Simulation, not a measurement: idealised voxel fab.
The process module presented herein is designated voxel transistor to metal.
This is section cut - it's 215 nm across, gridded in 5 nm square cells.
Cross-section layout: square cells on a grid; listed as bands, top to bottom; a band spans one or more cell rows.
This entry defines a band. It first specifies the height of the band's top and the height of its bottom in nm, and then specifies the band's materials from left to right, stating each material with its width in nm. The word "all across" identifies a single material that fills the band from edge to edge, while the word "blank" identifies empty space.
Height is counted from the level 0, under which the received wafer is composed throughout of one material. The lowest of the bands is not closed at the bottom but continues downward, in the notation "0 -> down".
Width spec "30 to 40" -> top row of cells at first value, bottom row at second value, equal per-row change in between.
For the purposes of this document, the phrase "no modifications" attached to a step denotes that no cell within the cross-section was modified by that step.
For the entry "Fully sealed voids", the listed items are empty spaces with no open way to the top whose size is 8 cells or more; each item follows the pattern width x height at distance, where distance is from the left edge and all three are in nm.
Formally, on a step line, whatever follows the settings is a remark that the simulator itself makes on the step.
"overlay nm" answers the question of how far to the right of plan the mask lay on a step that has a mask, and when it is negative the answer is to the left.
These are the steps we planned for the process
| 1 | RECEIVE with material Si |
| 2 | OXIDIZE with depth nm 5 |
| 3 | CONFORMAL_DEP with material SiN, thk nm 10 |
| 4 | DIRECTIONAL_DEP with material aC, thk nm 15 |
| 5 | PATTERN with tone cover, mask id ACTIVE, material resist, width nm 115, thk nm 30, overlay nm 0 |
| 6 | DIRECTIONAL_ETCH with etch materials aC, depth nm 15 |
| 7 | STRIP with etch materials resist |
| 8 | DIRECTIONAL_ETCH with etch materials SiN, depth nm 10 |
| 9 | DIRECTIONAL_ETCH with etch materials SiO2, depth nm 5 |
| 10 | DIRECTIONAL_ETCH with etch materials Si, depth nm 25 |
| 11 | STRIP with etch materials aC |
| 12 | FILL_DEP with material SiO2, thk nm 10 |
| 13 | CMP with height nm 10 |
| 14 | SELECTIVE_ETCH with etch materials SiO2, depth nm 10 |
| 15 | STRIP with etch materials SiN |
| 16 | SELECTIVE_ETCH with etch materials SiO2, depth nm 5 |
| 17 | OXIDIZE with depth nm 5 |
| 18 | DIRECTIONAL_DEP with material polySi, thk nm 25 |
| 19 | DIRECTIONAL_DEP with material SiCN, thk nm 15 |
| 20 | PATTERN with tone cover, mask id GATE, material resist, width nm 35, thk nm 15, overlay nm 0 |
| 21 | DIRECTIONAL_ETCH with etch materials SiCN, depth nm 25 |
| 22 | DIRECTIONAL_ETCH with etch materials polySi, depth nm 35 |
| 23 | STRIP with etch materials resist |
| 24 | CONFORMAL_DEP with material SiO2, thk nm 5 |
| 25 | DIRECTIONAL_ETCH with etch materials SiO2, depth nm 5 |
| 26 | CONFORMAL_DEP with material SiN, thk nm 5 |
| 27 | DIRECTIONAL_ETCH with etch materials SiN, depth nm 5 |
| 28 | DIRECTIONAL_ETCH with etch materials SiO2, depth nm 5 |
| 29 | EPI with material pSi, thk nm 5 |
| 30 | FILL_DEP with material SiO2, thk nm 10 |
| 31 | CMP with height nm 20 |
| 32 | STRIP with etch materials polySi |
| 33 | SELECTIVE_ETCH with etch materials SiO2, depth nm 5 |
| 34 | CONFORMAL_DEP with material HfO2, thk nm 5 |
| 35 | CONFORMAL_DEP with material TiN, thk nm 5 |
| 36 | FILL_DEP with material W, thk nm 10 |
| 37 | CMP with height nm 15 |
| 38 | DIRECTIONAL_DEP with material SiO2, thk nm 15 |
| 39 | MASKED_ETCH with tone open, mask id CONTACT, width nm 15, pitch nm 80, etch materials SiO2, depth nm 35, overlay nm 0 |
| 40 | CONFORMAL_DEP with material TiN, thk nm 5 |
| 41 | FILL_DEP with material W, thk nm 5 |
| 42 | CMP with height nm 30 |
| 43 | CONFORMAL_DEP with material SiCN, thk nm 5 |
| 44 | DIRECTIONAL_DEP with material SiO2, thk nm 20 |
| 45 | PATTERN with tone open, mask id METAL_1, material resist, width nm 15, pitch nm 80, thk nm 15, overlay nm 0 |
| 46 | DIRECTIONAL_ETCH with etch materials SiO2, depth nm 20 |
| 47 | DIRECTIONAL_ETCH with etch materials SiCN, depth nm 5 |
| 48 | STRIP with etch materials resist |
| 49 | CONFORMAL_DEP with material TiN, thk nm 5 |
| 50 | FILL_DEP with material Cu, thk nm 10 |
| 51 | CMP with height nm 55 |
| 52 | EPI with material Ru, thk nm 5 |
| 53 | FILL_DEP with material SiCN, thk nm 5 |
Step 1 complete: cross-section of the wafer as received
0 -> down  Si all across
Fully sealed voids: none
Figure: cross-sectional view of the wafer upon completion of the module, processed from the initial state and according to the plan depicted above, with one error introduced during execution
65 -> 60  SiCN all across
60 -> 55  SiCN: 55, Ru: 25, SiCN: 55, Ru: 25, SiCN: 55
55 -> 35  SiO2: 60, TiN: 5, Cu: 5, TiN: 5, SiO2: 65, TiN: 5, Cu: 5, TiN: 5, SiO2: 60
35 -> 30  SiCN: 60, TiN: 15, SiCN: 65, TiN: 15, SiCN: 60
30 -> 15  SiO2: 60, TiN: 5, W: 5, TiN: 5, SiO2: 65, TiN: 5, W: 5, TiN: 5, SiO2: 60
15 -> 0  SiO2: 60, TiN: 5, W: 5, TiN: 5, SiO2: 5, SiN: 5, TiN: 5, HfO2: 5, W: 25, HfO2: 5, TiN: 5, SiN: 5, SiO2: 5, TiN: 5, W: 5, TiN: 5, SiO2: 60
0 -> -5  SiO2: 60, TiN: 15, SiO2: 5, SiN: 5, TiN: 5, HfO2: 35, TiN: 5, SiN: 5, SiO2: 5, TiN: 15, SiO2: 60
-5 -> -10  SiO2: 45, pSi: 35, SiO2: 5, TiN: 45, SiO2: 5, pSi: 35, SiO2: 45
-10 -> -30  SiO2: 50, Si: 115, SiO2: 50
-30 -> down  Si all across
Fully sealed voids: none
In executing the process, a mistake was made relative to the plan: the processing plan was not followed for steps 34 and 35, which were run with their positions exchanged
